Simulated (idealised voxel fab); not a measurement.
This section sets out a process module, namely voxel spacer lines.
Cross-section cut: width 225 nm, square cells of 5 nm.
Bands, listed from the top down, are how a cross-section gets written in this document; the cross-section itself is a grid of square cells, and a band is one or more rows of them. This entry defines a band. It first specifies the height of the band's top and the height of its bottom in nm, and then specifies the band's materials from left to right, stating each material with its width in nm. The word "all across" identifies a single material that fills the band from edge to edge, while the word "air" identifies empty space. The level at which height equals 0 is the one under which the wafer, as it arrives, is entirely one material. No lower edge exists for the bottom band, which continues downward and is notated as in "0 -> down". A width such as "30..40" changes by the same amount from each row of cells to the next, from the band's top row to its bottom row. Where a step carries "no change occurred", the cross-section came out of it unchanged, cell for cell. Closed-off voids of 8+ cells (no open route to the top) go in "Unvented voids", written width x height at distance from the left edge, in nm. The remark found on a step's line after its settings is issued by the simulator itself and pertains to that step. "overlay nm", when on a step's line for a step with a mask, measures how far to the right of its planned place the mask lay; a negative measure means to the left.
**The planned process steps are enumerated hereunder**
1) RECEIVE [material Si]
2) CONFORMAL_DEP [material SiO2] [thk nm 5]
3) DIRECTIONAL_DEP [material polySi] [thk nm 20]
4) DIRECTIONAL_DEP [material aC] [thk nm 25]
5) PATTERN [tone cover] [mask id MANDREL] [material resist] [width nm 15] [pitch nm 60] [thk nm 30] [overlay nm 0]
6) DIRECTIONAL_ETCH [etch materials aC] [depth nm 25]
7) STRIP [etch materials resist]
8) CONFORMAL_DEP [material SiN] [thk nm 15]
9) DIRECTIONAL_ETCH [etch materials SiN] [depth nm 15]
10) STRIP [etch materials aC]
11) DIRECTIONAL_ETCH [etch materials polySi] [depth nm 20]
12) STRIP [etch materials SiN]
**Below: the first of two wafers, run as planned**
**Shown in cross-section is the wafer as received, that is, as it stands after step 1**
* 0 -> down | Si all across
* Unvented voids: none
**Step 2 done - wafer cross-section**
* 5 -> 0 | SiO2 all across
* Whatever lies below 0 is exactly as it was before.
**Step 3 done - wafer cross-section**
* 25 -> 5 | polySi all across
* Whatever lies below 5 is exactly as it was before.
**Step 4 done - wafer cross-section**
* 50 -> 25 | aC all across
* Whatever lies below 25 is exactly as it was before.
**Step 5 done - wafer cross-section**
* 80 -> 50 | air 75 nm, resist 15 nm, air 45 nm, resist 15 nm, air 75 nm
* Whatever lies below 50 is exactly as it was before.
**Step 6 done - wafer cross-section**
* 55 -> 50 | air 75 nm, resist 15 nm, air 45 nm, resist 15 nm, air 75 nm
* 50 -> 25 | air 75 nm, aC 15 nm, air 45 nm, aC 15 nm, air 75 nm
* Whatever lies below 25 is exactly as it was before.
**Step 7 done - wafer cross-section**
* 50 -> 25 | air 75 nm, aC 15 nm, air 45 nm, aC 15 nm, air 75 nm
* Whatever lies below 25 is exactly as it was before.
**Step 8 done - wafer cross-section**
* 65 -> 50 | air 60 nm, SiN 45 nm, air 15 nm, SiN 45 nm, air 60 nm
* 50 -> 40 | air 60 nm, SiN 15 nm, aC 15 nm, SiN 15 nm, air 15 nm, SiN 15 nm, aC 15 nm, SiN 15 nm, air 60 nm
* 40 -> 25 | SiN 75 nm, aC 15 nm, SiN 45 nm, aC 15 nm, SiN 75 nm
* Whatever lies below 25 is exactly as it was before.
**Step 9 done - wafer cross-section**
* 50 -> 25 | air 60 nm, SiN 15 nm, aC 15 nm, SiN 15 nm, air 15 nm, SiN 15 nm, aC 15 nm, SiN 15 nm, air 60 nm
* Whatever lies below 25 is exactly as it was before.
**Step 10 done - wafer cross-section**
* 50 -> 25 | air 60 nm, SiN 15 nm, air 15 nm, SiN 15 nm, air 15 nm, SiN 15 nm, air 15 nm, SiN 15 nm, air 60 nm
* Whatever lies below 25 is exactly as it was before.
**Step 11 done - wafer cross-section**
* 50 -> 25 | air 60 nm, SiN 15 nm, air 15 nm, SiN 15 nm, air 15 nm, SiN 15 nm, air 15 nm, SiN 15 nm, air 60 nm
* 25 -> 5 | air 60 nm, polySi 15 nm, air 15 nm, polySi 15 nm, air 15 nm, polySi 15 nm, air 15 nm, polySi 15 nm, air 60 nm
* Whatever lies below 5 is exactly as it was before.
**Step 12 done - wafer cross-section**
* 25 -> 5 | air 60 nm, polySi 15 nm, air 15 nm, polySi 15 nm, air 15 nm, polySi 15 nm, air 15 nm, polySi 15 nm, air 60 nm
* Whatever lies below 5 is exactly as it was before.
**The second wafer was prepared from the same starting point and under the same plan as the first; its processing contained one mistake, and it remains indistinguishable from the first wafer up to and including step 1**
Second wafer profile in section, at the moment step 2 of the plan was meant to be complete: no change occurred
**Second wafer profile in section, at the moment step 3 of the plan was meant to be complete**
* 20 -> 0 | polySi all across
* Whatever lies below 0 is exactly as it was before.
**Second wafer profile in section, at the moment step 4 of the plan was meant to be complete**
* 45 -> 20 | aC all across
* Whatever lies below 20 is exactly as it was before.
**Second wafer profile in section, at the moment step 5 of the plan was meant to be complete**
* 75 -> 45 | air 75 nm, resist 15 nm, air 45 nm, resist 15 nm, air 75 nm
* Whatever lies below 45 is exactly as it was before.
**Second wafer profile in section, at the moment step 6 of the plan was meant to be complete**
* 50 -> 45 | air 75 nm, resist 15 nm, air 45 nm, resist 15 nm, air 75 nm
* 45 -> 20 | air 75 nm, aC 15 nm, air 45 nm, aC 15 nm, air 75 nm
* Whatever lies below 20 is exactly as it was before.
**Second wafer profile in section, at the moment step 7 of the plan was meant to be complete**
* 45 -> 20 | air 75 nm, aC 15 nm, air 45 nm, aC 15 nm, air 75 nm
* Whatever lies below 20 is exactly as it was before.
**Second wafer profile in section, at the moment step 8 of the plan was meant to be complete**
* 60 -> 45 | air 60 nm, SiN 45 nm, air 15 nm, SiN 45 nm, air 60 nm
* 45 -> 35 | air 60 nm, SiN 15 nm, aC 15 nm, SiN 15 nm, air 15 nm, SiN 15 nm, aC 15 nm, SiN 15 nm, air 60 nm
* 35 -> 20 | SiN 75 nm, aC 15 nm, SiN 45 nm, aC 15 nm, SiN 75 nm
* Whatever lies below 20 is exactly as it was before.
**Second wafer profile in section, at the moment step 9 of the plan was meant to be complete**
* 45 -> 20 | air 60 nm, SiN 15 nm, aC 15 nm, SiN 15 nm, air 15 nm, SiN 15 nm, aC 15 nm, SiN 15 nm, air 60 nm
* Whatever lies below 20 is exactly as it was before.
**Second wafer profile in section, at the moment step 10 of the plan was meant to be complete**
* 45 -> 20 | air 60 nm, SiN 15 nm, air 15 nm, SiN 15 nm, air 15 nm, SiN 15 nm, air 15 nm, SiN 15 nm, air 60 nm
* Whatever lies below 20 is exactly as it was before.
**Second wafer profile in section, at the moment step 11 of the plan was meant to be complete**
* 45 -> 20 | air 60 nm, SiN 15 nm, air 15 nm, SiN 15 nm, air 15 nm, SiN 15 nm, air 15 nm, SiN 15 nm, air 60 nm
* 20 -> 0 | air 60 nm, polySi 15 nm, air 15 nm, polySi 15 nm, air 15 nm, polySi 15 nm, air 15 nm, polySi 15 nm, air 60 nm
* Whatever lies below 0 is exactly as it was before.
**Second wafer profile in section, at the moment step 12 of the plan was meant to be complete**
* 20 -> 0 | air 60 nm, polySi 15 nm, air 15 nm, polySi 15 nm, air 15 nm, polySi 15 nm, air 15 nm, polySi 15 nm, air 60 nm
* Whatever lies below 0 is exactly as it was before.
Deviation noted in wafer processing: step 2 of the plan: omitted, not performed
Final difference in cells, second wafer against first, listed per material as more or fewer: -45 SiO2
